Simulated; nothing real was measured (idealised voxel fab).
Herein follows the process module entitled voxel trench capacitor.
Square cell edge 5 nm, section width 205 nm, ID cut.
Bands, listed from the top down, are how a cross-section gets written in this document; the cross-section itself is a grid of square cells, and a band is one or more rows of them. What a band's entry tells you: where the top is and where the bottom is, as heights in nm, and after that what lies inside, material by material from left to right, each with its width in nm. Empty space is written as the word "blank", and a single material marked with the word "everywhere" occupies the band from edge to edge. The level at which height equals 0 is the one under which the wafer, as it arrives, is entirely one material. No lower edge exists for the bottom band, which continues downward and is notated as in "0 and below". A width given as "30->40" starts at the first number in the band's top row and ends at the second number in its bottom row, shifting by an equal amount at every step from row to row. Where a step carries "remains unaltered", the cross-section came out of it unchanged, cell for cell. "Closed empty spaces" specifies each empty space that is not open to the top and that occupies no fewer than 8 cells, using the form width x height at distance, the distance measured from the left edge and all three quantities in nm. Step line, after settings: the simulator's comment on this step. "overlay nm" on a masked step: distance the mask lay right of its planned place, negative for left.

Intended process steps
1. RECEIVE [material Si]
2. CONFORMAL_DEP [material SiN] [thk nm 10]
3. PATTERN [tone open] [mask id TRENCH] [material resist] [width nm 20] [pitch nm 50] [thk nm 15] [overlay nm 0]
4. DIRECTIONAL_ETCH [etch materials SiN] [depth nm 10]
5. DIRECTIONAL_ETCH [etch materials Si] [depth nm 35]
6. STRIP [etch materials resist]
7. CONFORMAL_DEP [material Al2O3] [thk nm 5]
8. FILL_DEP [material polySi] [thk nm 10]
9. CMP [height nm 10]

First wafer of two (run as planned)

Received-state cross-section, reflecting completion of step 1
0 and below | Si everywhere
Closed empty spaces: none

The wafer in cross-section once step 2 is complete
10 down to 0 | SiN everywhere
Note: structure below 0 unchanged.

The wafer in cross-section once step 3 is complete
25 down to 10 | resist 15 / blank 20 / resist 30 / blank 20 / resist 30 / blank 20 / resist 30 / blank 20 / resist 20
Note: structure below 10 unchanged.

The wafer in cross-section once step 4 is complete
25 down to 10 | resist 15 / blank 20 / resist 30 / blank 20 / resist 30 / blank 20 / resist 30 / blank 20 / resist 20
10 down to 0 | SiN 15 / blank 20 / SiN 30 / blank 20 / SiN 30 / blank 20 / SiN 30 / blank 20 / SiN 20
Note: structure below 0 unchanged.

The wafer in cross-section once step 5 is complete
25 down to 10 | resist 15 / blank 20 / resist 30 / blank 20 / resist 30 / blank 20 / resist 30 / blank 20 / resist 20
10 down to 0 | SiN 15 / blank 20 / SiN 30 / blank 20 / SiN 30 / blank 20 / SiN 30 / blank 20 / SiN 20
0 down to -35 | Si 15 / blank 20 / Si 30 / blank 20 / Si 30 / blank 20 / Si 30 / blank 20 / Si 20
Note: structure below -35 unchanged.

The wafer in cross-section once step 6 is complete
10 down to 0 | SiN 15 / blank 20 / SiN 30 / blank 20 / SiN 30 / blank 20 / SiN 30 / blank 20 / SiN 20
Note: structure below 0 unchanged.

The wafer in cross-section once step 7 is complete
15 down to 10 | Al2O3 20 / blank 10 / Al2O3 40 / blank 10 / Al2O3 40 / blank 10 / Al2O3 40 / blank 10 / Al2O3 25
10 down to 0 | SiN 15 / Al2O3 5 / blank 10 / Al2O3 5 / SiN 30 / Al2O3 5 / blank 10 / Al2O3 5 / SiN 30 / Al2O3 5 / blank 10 / Al2O3 5 / SiN 30 / Al2O3 5 / blank 10 / Al2O3 5 / SiN 20
0 down to -30 | Si 15 / Al2O3 5 / blank 10 / Al2O3 5 / Si 30 / Al2O3 5 / blank 10 / Al2O3 5 / Si 30 / Al2O3 5 / blank 10 / Al2O3 5 / Si 30 / Al2O3 5 / blank 10 / Al2O3 5 / Si 20
-30 down to -35 | Si 15 / Al2O3 20 / Si 30 / Al2O3 20 / Si 30 / Al2O3 20 / Si 30 / Al2O3 20 / Si 20
Note: structure below -35 unchanged.

The wafer in cross-section once step 8 is complete
25 down to 15 | polySi everywhere
15 down to 10 | Al2O3 20 / polySi 10 / Al2O3 40 / polySi 10 / Al2O3 40 / polySi 10 / Al2O3 40 / polySi 10 / Al2O3 25
10 down to 0 | SiN 15 / Al2O3 5 / polySi 10 / Al2O3 5 / SiN 30 / Al2O3 5 / polySi 10 / Al2O3 5 / SiN 30 / Al2O3 5 / polySi 10 / Al2O3 5 / SiN 30 / Al2O3 5 / polySi 10 / Al2O3 5 / SiN 20
0 down to -30 | Si 15 / Al2O3 5 / polySi 10 / Al2O3 5 / Si 30 / Al2O3 5 / polySi 10 / Al2O3 5 / Si 30 / Al2O3 5 / polySi 10 / Al2O3 5 / Si 30 / Al2O3 5 / polySi 10 / Al2O3 5 / Si 20
Note: structure below -30 unchanged.

The wafer in cross-section once step 9 is complete
10 down to 0 | SiN 15 / Al2O3 5 / polySi 10 / Al2O3 5 / SiN 30 / Al2O3 5 / polySi 10 / Al2O3 5 / SiN 30 / Al2O3 5 / polySi 10 / Al2O3 5 / SiN 30 / Al2O3 5 / polySi 10 / Al2O3 5 / SiN 20
Note: structure below 0 unchanged.

Second wafer: same start and same plan as the first, one execution error; identical to the first through step 2

Cross-section of the second wafer corresponding to the planned conclusion of step 3
25 down to 10 | blank 15 / resist 20 / blank 30 / resist 20 / blank 30 / resist 20 / blank 30 / resist 20 / blank 20
Note: structure below 10 unchanged.

Cross-section of the second wafer corresponding to the planned conclusion of step 4
25 down to 10 | blank 15 / resist 20 / blank 30 / resist 20 / blank 30 / resist 20 / blank 30 / resist 20 / blank 20
10 down to 0 | blank 15 / SiN 20 / blank 30 / SiN 20 / blank 30 / SiN 20 / blank 30 / SiN 20 / blank 20
Note: structure below 0 unchanged.

Cross-section of the second wafer corresponding to the planned conclusion of step 5
25 down to 10 | blank 15 / resist 20 / blank 30 / resist 20 / blank 30 / resist 20 / blank 30 / resist 20 / blank 20
10 down to 0 | blank 15 / SiN 20 / blank 30 / SiN 20 / blank 30 / SiN 20 / blank 30 / SiN 20 / blank 20
0 down to -35 | blank 15 / Si 20 / blank 30 / Si 20 / blank 30 / Si 20 / blank 30 / Si 20 / blank 20
Note: structure below -35 unchanged.

Cross-section of the second wafer corresponding to the planned conclusion of step 6
10 down to 0 | blank 15 / SiN 20 / blank 30 / SiN 20 / blank 30 / SiN 20 / blank 30 / SiN 20 / blank 20
Note: structure below 0 unchanged.

Cross-section of the second wafer corresponding to the planned conclusion of step 7
15 down to 10 | blank 10 / Al2O3 30 / blank 20 / Al2O3 30 / blank 20 / Al2O3 30 / blank 20 / Al2O3 30 / blank 15
10 down to 0 | blank 10 / Al2O3 5 / SiN 20 / Al2O3 5 / blank 20 / Al2O3 5 / SiN 20 / Al2O3 5 / blank 20 / Al2O3 5 / SiN 20 / Al2O3 5 / blank 20 / Al2O3 5 / SiN 20 / Al2O3 5 / blank 15
0 down to -30 | blank 10 / Al2O3 5 / Si 20 / Al2O3 5 / blank 20 / Al2O3 5 / Si 20 / Al2O3 5 / blank 20 / Al2O3 5 / Si 20 / Al2O3 5 / blank 20 / Al2O3 5 / Si 20 / Al2O3 5 / blank 15
-30 down to -35 | Al2O3 15 / Si 20 / Al2O3 30 / Si 20 / Al2O3 30 / Si 20 / Al2O3 30 / Si 20 / Al2O3 20
Note: structure below -35 unchanged.

Cross-section of the second wafer corresponding to the planned conclusion of step 8
25 down to 15 | polySi everywhere
15 down to 10 | polySi 10 / Al2O3 30 / polySi 20 / Al2O3 30 / polySi 20 / Al2O3 30 / polySi 20 / Al2O3 30 / polySi 15
10 down to 0 | polySi 10 / Al2O3 5 / SiN 20 / Al2O3 5 / polySi 20 / Al2O3 5 / SiN 20 / Al2O3 5 / polySi 20 / Al2O3 5 / SiN 20 / Al2O3 5 / polySi 20 / Al2O3 5 / SiN 20 / Al2O3 5 / polySi 15
0 down to -30 | polySi 10 / Al2O3 5 / Si 20 / Al2O3 5 / polySi 20 / Al2O3 5 / Si 20 / Al2O3 5 / polySi 20 / Al2O3 5 / Si 20 / Al2O3 5 / polySi 20 / Al2O3 5 / Si 20 / Al2O3 5 / polySi 15
Note: structure below -30 unchanged.

Cross-section of the second wafer corresponding to the planned conclusion of step 9
10 down to 0 | polySi 10 / Al2O3 5 / SiN 20 / Al2O3 5 / polySi 20 / Al2O3 5 / SiN 20 / Al2O3 5 / polySi 20 / Al2O3 5 / SiN 20 / Al2O3 5 / polySi 20 / Al2O3 5 / SiN 20 / Al2O3 5 / polySi 15
Note: structure below 0 unchanged.
Plan not followed: step 3 was not run as planned; what actually ran was PATTERN [tone cover] [mask id TRENCH] [material resist] [width nm 20] [pitch nm 50] [thk nm 15] [overlay nm 0]
Bottom line after processing is that, in cells, the second wafer is up or down on some materials versus the first: 9 more of Al2O3, 63 fewer of Si, 18 fewer of SiN, 72 more of polySi
